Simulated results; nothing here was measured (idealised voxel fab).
process module | voxel gate over fins
cross-section cut | 230 nm wide | cells 5 nm
A cross-section is a grid of square cells, given in bands from the top down. A band is one or more rows of cells.
Each band's line starts with the height of the band's top and of its bottom, in nm. Then come its materials from left to right, each with its width in nm. One material with "throughout" fills the band from edge to edge. "air" is empty space.
Height 0 is the level under which the wafer as received is all one material. The lowest band goes on downwards, as in "0 down".
A width such as "30 to 40" changes by the same amount from each row of cells to the next, from the band's top row to its bottom row.
"no change" after a step means that no cell of the cross-section changed.
closed voids: empty space of 8 cells or more with no open way to the top, each as width x height at its distance from the left edge, in nm
after a step's settings: what the simulator itself notes on the step
overlay nm, on a step with a mask: how far to the right of its planned place the mask lay; to the left if negative
plan
1 op RECEIVE | material Si
2 op CONFORMAL_DEP | material SiN | thk nm 10
3 op PATTERN | tone cover | mask id FINS | material resist | width nm 15 | pitch nm 50 | thk nm 15 | overlay nm 0
4 op DIRECTIONAL_ETCH | etch materials SiN | depth nm 10
5 op DIRECTIONAL_ETCH | etch materials Si | depth nm 35
6 op STRIP | etch materials resist
7 op OXIDIZE | depth nm 5
8 op FILL_DEP | material SiO2 | thk nm 5
9 op CMP | height nm 10
10 op DIRECTIONAL_DEP | material aC | thk nm 10
11 op PATTERN | tone open | mask id RAIL | material resist | width nm 15 | thk nm 30 | overlay nm 0
12 op DIRECTIONAL_ETCH | etch materials aC | depth nm 10
13 op STRIP | etch materials resist
14 op DIRECTIONAL_ETCH | etch materials SiO2 | depth nm 40
15 op STRIP | etch materials aC
16 op CONFORMAL_DEP | material TiN | thk nm 5
17 op FILL_DEP | material W | thk nm 10
18 op CMP | height nm 10
19 op SELECTIVE_ETCH | etch materials W Ru TiN | depth nm 25
20 op FILL_DEP | material SiO2 | thk nm 5
21 op CMP | height nm 10
22 op SELECTIVE_ETCH | etch materials SiO2 | depth nm 20
23 op STRIP | etch materials SiN
24 op CONFORMAL_DEP | material HfO2 | thk nm 5
25 op CONFORMAL_DEP | material TiN | thk nm 5
26 op CONFORMAL_DEP | material TiAl | thk nm 5
27 op CONFORMAL_DEP | material TiN | thk nm 5
28 op FILL_DEP | material W | thk nm 15
29 op CMP | height nm 30
30 op CONFORMAL_DEP | material SiCN | thk nm 5
first wafer, as planned
as received, after step 1
  0 down: Si throughout
  closed voids: none
after step 2
  10 to 0: SiN throughout
  below 0: unchanged
after step 3
  25 to 10: air 55 | resist 15 | air 35 | resist 15 | air 35 | resist 15 | air 60
  below 10: unchanged
after step 4
  25 to 10: air 55 | resist 15 | air 35 | resist 15 | air 35 | resist 15 | air 60
  10 to 0: air 55 | SiN 15 | air 35 | SiN 15 | air 35 | SiN 15 | air 60
  below 0: unchanged
after step 5
  25 to 10: air 55 | resist 15 | air 35 | resist 15 | air 35 | resist 15 | air 60
  10 to 0: air 55 | SiN 15 | air 35 | SiN 15 | air 35 | SiN 15 | air 60
  0 to -35: air 55 | Si 15 | air 35 | Si 15 | air 35 | Si 15 | air 60
  below -35: unchanged
after step 6
  10 to 0: air 55 | SiN 15 | air 35 | SiN 15 | air 35 | SiN 15 | air 60
  below 0: unchanged
after step 7
  10 to 0: air 55 | SiN 15 | air 35 | SiN 15 | air 35 | SiN 15 | air 60
  0 to -35: air 55 | SiO2 5 | Si 5 | SiO2 5 | air 35 | SiO2 5 | Si 5 | SiO2 5 | air 35 | SiO2 5 | Si 5 | SiO2 5 | air 60
  -35 to -40: SiO2 60 | Si 5 | SiO2 45 | Si 5 | SiO2 45 | Si 5 | SiO2 65
  below -40: unchanged
after step 8
  15 to 10: SiO2 throughout
  10 to 0: SiO2 55 | SiN 15 | SiO2 35 | SiN 15 | SiO2 35 | SiN 15 | SiO2 60
  0 to -40: SiO2 60 | Si 5 | SiO2 45 | Si 5 | SiO2 45 | Si 5 | SiO2 65
  below -40: unchanged
after step 9
  10 to 0: SiO2 55 | SiN 15 | SiO2 35 | SiN 15 | SiO2 35 | SiN 15 | SiO2 60
  below 0: unchanged
after step 10
  20 to 10: aC throughout
  below 10: unchanged
after step 11
  50 to 20: resist 80 | air 15 | resist 135
  below 20: unchanged
after step 12
  40 to 20: resist 80 | air 15 | resist 135
  20 to 10: aC 80 | air 15 | aC 135
  below 10: unchanged
after step 13
  20 to 10: aC 80 | air 15 | aC 135
  below 10: unchanged
after step 14
  20 to 10: aC 80 | air 15 | aC 135
  10 to 0: SiO2 55 | SiN 15 | SiO2 10 | air 15 | SiO2 10 | SiN 15 | SiO2 35 | SiN 15 | SiO2 60
  0 to -30: SiO2 60 | Si 5 | SiO2 15 | air 15 | SiO2 15 | Si 5 | SiO2 45 | Si 5 | SiO2 65
  below -30: unchanged
after step 15
  10 to 0: SiO2 55 | SiN 15 | SiO2 10 | air 15 | SiO2 10 | SiN 15 | SiO2 35 | SiN 15 | SiO2 60
  below 0: unchanged
after step 16
  15 to 10: TiN 85 | air 5 | TiN 140
  10 to 0: SiO2 55 | SiN 15 | SiO2 10 | TiN 5 | air 5 | TiN 5 | SiO2 10 | SiN 15 | SiO2 35 | SiN 15 | SiO2 60
  0 to -25: SiO2 60 | Si 5 | SiO2 15 | TiN 5 | air 5 | TiN 5 | SiO2 15 | Si 5 | SiO2 45 | Si 5 | SiO2 65
  -25 to -30: SiO2 60 | Si 5 | SiO2 15 | TiN 15 | SiO2 15 | Si 5 | SiO2 45 | Si 5 | SiO2 65
  below -30: unchanged
after step 17
  25 to 15: W throughout
  15 to 10: TiN 85 | W 5 | TiN 140
  10 to 0: SiO2 55 | SiN 15 | SiO2 10 | TiN 5 | W 5 | TiN 5 | SiO2 10 | SiN 15 | SiO2 35 | SiN 15 | SiO2 60
  0 to -25: SiO2 60 | Si 5 | SiO2 15 | TiN 5 | W 5 | TiN 5 | SiO2 15 | Si 5 | SiO2 45 | Si 5 | SiO2 65
  below -25: unchanged
after step 18
  10 to 0: SiO2 55 | SiN 15 | SiO2 10 | TiN 5 | W 5 | TiN 5 | SiO2 10 | SiN 15 | SiO2 35 | SiN 15 | SiO2 60
  below 0: unchanged
after step 19
  10 to 0: SiO2 55 | SiN 15 | SiO2 10 | air 15 | SiO2 10 | SiN 15 | SiO2 35 | SiN 15 | SiO2 60
  0 to -15: SiO2 60 | Si 5 | SiO2 15 | air 15 | SiO2 15 | Si 5 | SiO2 45 | Si 5 | SiO2 65
  below -15: unchanged
after step 20
  15 to 10: SiO2 throughout
  10 to 0: SiO2 55 | SiN 15 | SiO2 35 | SiN 15 | SiO2 35 | SiN 15 | SiO2 60
  0 to -15: SiO2 60 | Si 5 | SiO2 45 | Si 5 | SiO2 45 | Si 5 | SiO2 65
  below -15: unchanged
after step 21
  10 to 0: SiO2 55 | SiN 15 | SiO2 35 | SiN 15 | SiO2 35 | SiN 15 | SiO2 60
  below 0: unchanged
after step 22
  10 to 0: air 55 | SiN 15 | air 35 | SiN 15 | air 35 | SiN 15 | air 60
  0 to -10: air 60 | Si 5 | air 45 | Si 5 | air 45 | Si 5 | air 65
  below -10: unchanged
after step 23
  0 to -10: air 60 | Si 5 | air 45 | Si 5 | air 45 | Si 5 | air 65
  below -10: unchanged
after step 24
  5 to 0: air 55 | HfO2 15 | air 35 | HfO2 15 | air 35 | HfO2 15 | air 60
  0 to -5: air 55 | HfO2 5 | Si 5 | HfO2 5 | air 35 | HfO2 5 | Si 5 | HfO2 5 | air 35 | HfO2 5 | Si 5 | HfO2 5 | air 60
  -5 to -10: HfO2 60 | Si 5 | HfO2 45 | Si 5 | HfO2 45 | Si 5 | HfO2 65
  below -10: unchanged
after step 25
  10 to 5: air 50 | TiN 25 | air 25 | TiN 25 | air 25 | TiN 25 | air 55
  5 to 0: air 50 | TiN 5 | HfO2 15 | TiN 5 | air 25 | TiN 5 | HfO2 15 | TiN 5 | air 25 | TiN 5 | HfO2 15 | TiN 5 | air 55
  0 to -5: TiN 55 | HfO2 5 | Si 5 | HfO2 5 | TiN 35 | HfO2 5 | Si 5 | HfO2 5 | TiN 35 | HfO2 5 | Si 5 | HfO2 5 | TiN 60
  below -5: unchanged
after step 26
  15 to 10: air 45 | TiAl 35 | air 15 | TiAl 35 | air 15 | TiAl 35 | air 50
  10 to 5: air 45 | TiAl 5 | TiN 25 | TiAl 5 | air 15 | TiAl 5 | TiN 25 | TiAl 5 | air 15 | TiAl 5 | TiN 25 | TiAl 5 | air 50
  5 to 0: TiAl 50 | TiN 5 | HfO2 15 | TiN 5 | TiAl 25 | TiN 5 | HfO2 15 | TiN 5 | TiAl 25 | TiN 5 | HfO2 15 | TiN 5 | TiAl 55
  below 0: unchanged
after step 27
  20 to 15: air 40 | TiN 45 | air 5 | TiN 45 | air 5 | TiN 45 | air 45
  15 to 10: air 40 | TiN 5 | TiAl 35 | TiN 5 | air 5 | TiN 5 | TiAl 35 | TiN 5 | air 5 | TiN 5 | TiAl 35 | TiN 5 | air 45
  10 to 5: TiN 45 | TiAl 5 | TiN 25 | TiAl 5 | TiN 15 | TiAl 5 | TiN 25 | TiAl 5 | TiN 15 | TiAl 5 | TiN 25 | TiAl 5 | TiN 50
  below 5: unchanged
after step 28
  35 to 20: W throughout
  20 to 15: W 40 | TiN 45 | W 5 | TiN 45 | W 5 | TiN 45 | W 45
  15 to 10: W 40 | TiN 5 | TiAl 35 | TiN 5 | W 5 | TiN 5 | TiAl 35 | TiN 5 | W 5 | TiN 5 | TiAl 35 | TiN 5 | W 45
  below 10: unchanged
after step 29
  30 to 20: W throughout
  below 20: unchanged
after step 30
  35 to 30: SiCN throughout
  below 30: unchanged
second wafer: like start, like plan, one mistake. Through step 12 it matches the first wafer
when step 13 should have ended
  40 to 20: resist 80 | air 15 | resist 135
  20 to 10: aC 80 | air 15 | aC 135
  10 to 0: SiO2 55 | SiN 15 | air 35 | SiN 15 | SiO2 35 | SiN 15 | SiO2 60
  0 to -40: SiO2 60 | Si 5 | air 45 | Si 5 | SiO2 45 | Si 5 | SiO2 65
  below -40: unchanged
when step 14 should have ended: no change
when step 15 should have ended
  10 to 0: SiO2 55 | SiN 15 | air 35 | SiN 15 | SiO2 35 | SiN 15 | SiO2 60
  below 0: unchanged
when step 16 should have ended
  15 to 10: TiN 75 | air 25 | TiN 130
  10 to 0: SiO2 55 | SiN 15 | TiN 5 | air 25 | TiN 5 | SiN 15 | SiO2 35 | SiN 15 | SiO2 60
  0 to -5: SiO2 60 | Si 5 | TiN 10 | air 25 | TiN 10 | Si 5 | SiO2 45 | Si 5 | SiO2 65
  -5 to -35: SiO2 60 | Si 5 | TiN 5 | air 35 | TiN 5 | Si 5 | SiO2 45 | Si 5 | SiO2 65
  -35 to -40: SiO2 60 | Si 5 | TiN 45 | Si 5 | SiO2 45 | Si 5 | SiO2 65
  below -40: unchanged
when step 17 should have ended
  25 to 15: W throughout
  15 to 10: TiN 75 | W 25 | TiN 130
  10 to 0: SiO2 55 | SiN 15 | TiN 5 | W 25 | TiN 5 | SiN 15 | SiO2 35 | SiN 15 | SiO2 60
  0 to -5: SiO2 60 | Si 5 | TiN 10 | W 25 | TiN 10 | Si 5 | SiO2 45 | Si 5 | SiO2 65
  -5 to -35: SiO2 60 | Si 5 | TiN 5 | W 35 | TiN 5 | Si 5 | SiO2 45 | Si 5 | SiO2 65
  below -35: unchanged
when step 18 should have ended
  10 to 0: SiO2 55 | SiN 15 | TiN 5 | W 25 | TiN 5 | SiN 15 | SiO2 35 | SiN 15 | SiO2 60
  below 0: unchanged
when step 19 should have ended
  10 to 0: SiO2 55 | SiN 15 | air 35 | SiN 15 | SiO2 35 | SiN 15 | SiO2 60
  0 to -15: SiO2 60 | Si 5 | air 45 | Si 5 | SiO2 45 | Si 5 | SiO2 65
  below -15: unchanged
when step 20 should have ended
  15 to 10: SiO2 throughout
  10 to 0: SiO2 55 | SiN 15 | SiO2 35 | SiN 15 | SiO2 35 | SiN 15 | SiO2 60
  0 to -15: SiO2 60 | Si 5 | SiO2 45 | Si 5 | SiO2 45 | Si 5 | SiO2 65
  below -15: unchanged
when step 21 should have ended
  10 to 0: SiO2 55 | SiN 15 | SiO2 35 | SiN 15 | SiO2 35 | SiN 15 | SiO2 60
  below 0: unchanged
when step 22 should have ended
  10 to 0: air 55 | SiN 15 | air 35 | SiN 15 | air 35 | SiN 15 | air 60
  0 to -10: air 60 | Si 5 | air 45 | Si 5 | air 45 | Si 5 | air 65
  below -10: unchanged
when step 23 should have ended
  0 to -10: air 60 | Si 5 | air 45 | Si 5 | air 45 | Si 5 | air 65
  below -10: unchanged
when step 24 should have ended
  5 to 0: air 55 | HfO2 15 | air 35 | HfO2 15 | air 35 | HfO2 15 | air 60
  0 to -5: air 55 | HfO2 5 | Si 5 | HfO2 5 | air 35 | HfO2 5 | Si 5 | HfO2 5 | air 35 | HfO2 5 | Si 5 | HfO2 5 | air 60
  -5 to -10: HfO2 60 | Si 5 | HfO2 45 | Si 5 | HfO2 45 | Si 5 | HfO2 65
  below -10: unchanged
when step 25 should have ended
  10 to 5: air 50 | TiN 25 | air 25 | TiN 25 | air 25 | TiN 25 | air 55
  5 to 0: air 50 | TiN 5 | HfO2 15 | TiN 5 | air 25 | TiN 5 | HfO2 15 | TiN 5 | air 25 | TiN 5 | HfO2 15 | TiN 5 | air 55
  0 to -5: TiN 55 | HfO2 5 | Si 5 | HfO2 5 | TiN 35 | HfO2 5 | Si 5 | HfO2 5 | TiN 35 | HfO2 5 | Si 5 | HfO2 5 | TiN 60
  below -5: unchanged
when step 26 should have ended
  15 to 10: air 45 | TiAl 35 | air 15 | TiAl 35 | air 15 | TiAl 35 | air 50
  10 to 5: air 45 | TiAl 5 | TiN 25 | TiAl 5 | air 15 | TiAl 5 | TiN 25 | TiAl 5 | air 15 | TiAl 5 | TiN 25 | TiAl 5 | air 50
  5 to 0: TiAl 50 | TiN 5 | HfO2 15 | TiN 5 | TiAl 25 | TiN 5 | HfO2 15 | TiN 5 | TiAl 25 | TiN 5 | HfO2 15 | TiN 5 | TiAl 55
  below 0: unchanged
when step 27 should have ended
  20 to 15: air 40 | TiN 45 | air 5 | TiN 45 | air 5 | TiN 45 | air 45
  15 to 10: air 40 | TiN 5 | TiAl 35 | TiN 5 | air 5 | TiN 5 | TiAl 35 | TiN 5 | air 5 | TiN 5 | TiAl 35 | TiN 5 | air 45
  10 to 5: TiN 45 | TiAl 5 | TiN 25 | TiAl 5 | TiN 15 | TiAl 5 | TiN 25 | TiAl 5 | TiN 15 | TiAl 5 | TiN 25 | TiAl 5 | TiN 50
  below 5: unchanged
when step 28 should have ended
  35 to 20: W throughout
  20 to 15: W 40 | TiN 45 | W 5 | TiN 45 | W 5 | TiN 45 | W 45
  15 to 10: W 40 | TiN 5 | TiAl 35 | TiN 5 | W 5 | TiN 5 | TiAl 35 | TiN 5 | W 5 | TiN 5 | TiAl 35 | TiN 5 | W 45
  below 10: unchanged
when step 29 should have ended
  30 to 20: W throughout
  below 20: unchanged
when step 30 should have ended
  35 to 30: SiCN throughout
  below 30: unchanged
what went wrong: step 13 ran as: op STRIP | etch materials SiO2
at the end the second wafer has, in cells: 36 fewer of SiO2 | 10 more of TiN | 26 more of W
